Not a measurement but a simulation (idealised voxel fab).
process module | voxel released beams
cross-section cut | 290 nm wide | cells 5 nm
A cross-section is a grid of square cells, given in bands from the top down. A band is one or more rows of cells.
Each band's line starts with the height of the band's top and of its bottom, in nm. Then come its materials from left to right, each with its width in nm. One material with "throughout" fills the band from edge to edge. "air" is empty space.
Height 0 is the level under which the wafer as received is all one material. The lowest band goes on downwards, as in "0 down".
A width such as "30 to 40" changes by the same amount from each row of cells to the next, from the band's top row to its bottom row.
"no change" after a step means that no cell of the cross-section changed.
closed voids: empty space of 8 cells or more with no open way to the top, each as width x height at its distance from the left edge, in nm
after a step's settings: what the simulator itself notes on the step
overlay nm, on a step with a mask: how far to the right of its planned place the mask lay; to the left if negative
plan
1 op RECEIVE | material Si
2 op CONFORMAL_DEP | material SiN | thk nm 5
3 op DIRECTIONAL_DEP | material SiO2 | thk nm 10
4 op DIRECTIONAL_DEP | material aC | thk nm 10
5 op PATTERN | tone open | mask id ANCHOR | material resist | width nm 40 | thk nm 25 | overlay nm 0
6 op DIRECTIONAL_ETCH | etch materials aC | depth nm 10
7 op STRIP | etch materials resist
8 op DIRECTIONAL_ETCH | etch materials SiO2 | depth nm 10
9 op STRIP | etch materials aC
10 op CONFORMAL_DEP | material W | thk nm 15
11 op MASKED_ETCH | tone cover | mask id BEAM | width nm 120 | etch materials W | depth nm 15 | overlay nm 0
12 op STRIP | etch materials SiO2
first wafer, as planned
as received, after step 1
  0 down: Si throughout
  closed voids: none
after step 2
  5 to 0: SiN throughout
  below 0: unchanged
after step 3
  15 to 5: SiO2 throughout
  below 5: unchanged
after step 4
  25 to 15: aC throughout
  below 15: unchanged
after step 5
  50 to 25: resist 85 | air 40 | resist 165
  below 25: unchanged
after step 6
  40 to 25: resist 85 | air 40 | resist 165
  25 to 15: aC 85 | air 40 | aC 165
  below 15: unchanged
after step 7
  25 to 15: aC 85 | air 40 | aC 165
  below 15: unchanged
after step 8
  25 to 15: aC 85 | air 40 | aC 165
  15 to 5: SiO2 85 | air 40 | SiO2 165
  below 5: unchanged
after step 9
  15 to 5: SiO2 85 | air 40 | SiO2 165
  below 5: unchanged
after step 10
  30 to 20: W 100 | air 10 | W 180
  20 to 15: W throughout
  15 to 5: SiO2 85 | W 40 | SiO2 165
  below 5: unchanged
after step 11
  30 to 20: air 80 | W 20 | air 10 | W 90 | air 90
  20 to 15: air 80 | W 120 | air 90
  below 15: unchanged
after step 12
  30 to 20: air 80 | W 20 | air 10 | W 90 | air 90
  20 to 15: air 80 | W 120 | air 90
  15 to 5: air 85 | W 40 | air 165
  below 5: unchanged
second wafer: like start, like plan, one mistake. Through step 9 it matches the first wafer
when step 10 should have ended
  45 to 15: W throughout
  15 to 5: SiO2 85 | W 40 | SiO2 165
  below 5: unchanged
when step 11 should have ended
  45 to 30: air 80 | W 120 | air 90
  below 30: unchanged
when step 12 should have ended: no change
what went wrong: step 10 was run twice
at the end the second wafer has, in cells: 100 more of SiO2 | 178 more of W
